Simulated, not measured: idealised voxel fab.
Process module, titled voxel self aligned contacts
270 nm wide, 5 nm square cells: that's cross-section cut.
Cross-sections here: square-cell grids, written as top-down lists of bands, a band being one or more rows of cells.
What a band's entry tells you: where the top is and where the bottom is, as heights in nm, and after that what lies inside, material by material from left to right, each with its width in nm. Empty space is written as the word "air", and a single material marked with the word "everywhere" occupies the band from edge to edge.
Height is counted from the level 0, under which the received wafer is composed throughout of one material. The lowest of the bands is not closed at the bottom but continues downward, in the notation "0..down".
Top row gets the first number, bottom row gets the second, and each row in between changes by the same step: that is how a band width like "30 to 40" works.
"remains unaltered", as given for a step, is the statement that not any cell of the cross-section underwent a change during that step.
If an empty space has no open way to the top and is at least 8 cells in size, "Closed internal cavities" lists it, written width x height at distance, where distance is measured from the left edge and every value is in nm.
after a step's settings: what the simulator itself notes on the step
The "overlay nm" setting may appear on a step's line; for a step that uses a mask, it gives how far to the right of its planned position the mask lay, and a negative value indicates the left.

[Set out below are the planned steps of the process]
1,RECEIVE: material Si
2,CONFORMAL_DEP: material SiO2, thk nm 5
3,DIRECTIONAL_DEP: material polySi, thk nm 25
4,DIRECTIONAL_DEP: material SiN, thk nm 20
5,MASKED_ETCH: tone cover, mask id GATE, width nm 25, pitch nm 65, etch materials SiN, depth nm 20, overlay nm 0
6,MASKED_ETCH: tone cover, mask id GATE, width nm 25, pitch nm 65, etch materials polySi, depth nm 25, overlay nm 0
7,CONFORMAL_DEP: material SiN, thk nm 10
8,DIRECTIONAL_ETCH: etch materials SiN, depth nm 10
9,FILL_DEP: material SiO2, thk nm 15
10,CMP: height nm 55
11,PATTERN: tone open, mask id CONTACT, material resist, width nm 50, pitch nm 65, thk nm 15, overlay nm 0
12,DIRECTIONAL_ETCH: etch materials SiO2, depth nm 55
13,STRIP: etch materials resist
14,CONFORMAL_DEP: material TiN, thk nm 5
15,FILL_DEP: material W, thk nm 5
16,CMP: height nm 55
17,CONFORMAL_DEP: material SiN, thk nm 5

[As-received wafer cross-section (after step 1)]
0..down = Si everywhere
Closed internal cavities: none

[End-of-module XS, first of two wafers, run as planned]
60..55 = SiN everywhere
55..50 = 75 nm SiO2 | 20 nm TiN | 10 nm W | 20 nm TiN | 15 nm SiO2 | 20 nm TiN | 10 nm W | 20 nm TiN | 80 nm SiO2
50..30 = 45 nm SiO2 | 45 nm SiN | 5 nm TiN | 10 nm W | 5 nm TiN | 45 nm SiN | 5 nm TiN | 10 nm W | 5 nm TiN | 45 nm SiN | 50 nm SiO2
30..5 = 45 nm SiO2 | 10 nm SiN | 25 nm polySi | 10 nm SiN | 5 nm TiN | 10 nm W | 5 nm TiN | 10 nm SiN | 25 nm polySi | 10 nm SiN | 5 nm TiN | 10 nm W | 5 nm TiN | 10 nm SiN | 25 nm polySi | 10 nm SiN | 50 nm SiO2
5..0 = 90 nm SiO2 | 20 nm TiN | 45 nm SiO2 | 20 nm TiN | 95 nm SiO2
0..down = Si everywhere
Closed internal cavities: none

[Wafer two, sectioned after the module: the first wafer's start, the first wafer's plan, and one mistake in how it was run]
60..55 = SiN everywhere
55..50 = 85 nm SiO2 | 10 nm TiN | 10 nm W | 30 nm TiN | 15 nm SiO2 | 10 nm TiN | 10 nm W | 30 nm TiN | 70 nm SiO2
50..30 = 45 nm SiO2 | 45 nm SiN | 5 nm TiN | 10 nm W | 5 nm TiN | 45 nm SiN | 5 nm TiN | 10 nm W | 5 nm TiN | 45 nm SiN | 50 nm SiO2
30..5 = 45 nm SiO2 | 10 nm SiN | 25 nm polySi | 10 nm SiN | 5 nm TiN | 10 nm W | 5 nm TiN | 10 nm SiN | 25 nm polySi | 10 nm SiN | 5 nm TiN | 10 nm W | 5 nm TiN | 10 nm SiN | 25 nm polySi | 10 nm SiN | 50 nm SiO2
5..0 = 90 nm SiO2 | 20 nm TiN | 45 nm SiO2 | 20 nm TiN | 95 nm SiO2
0..down = Si everywhere
Closed internal cavities: none
Deviation from plan: not per plan at step 11, really ran PATTERN: tone open, mask id CONTACT, material resist, width nm 50, pitch nm 65, thk nm 15, overlay nm 10
At the end, the second wafer has the same number of cells of each material as the first, but those cells sit in other places.
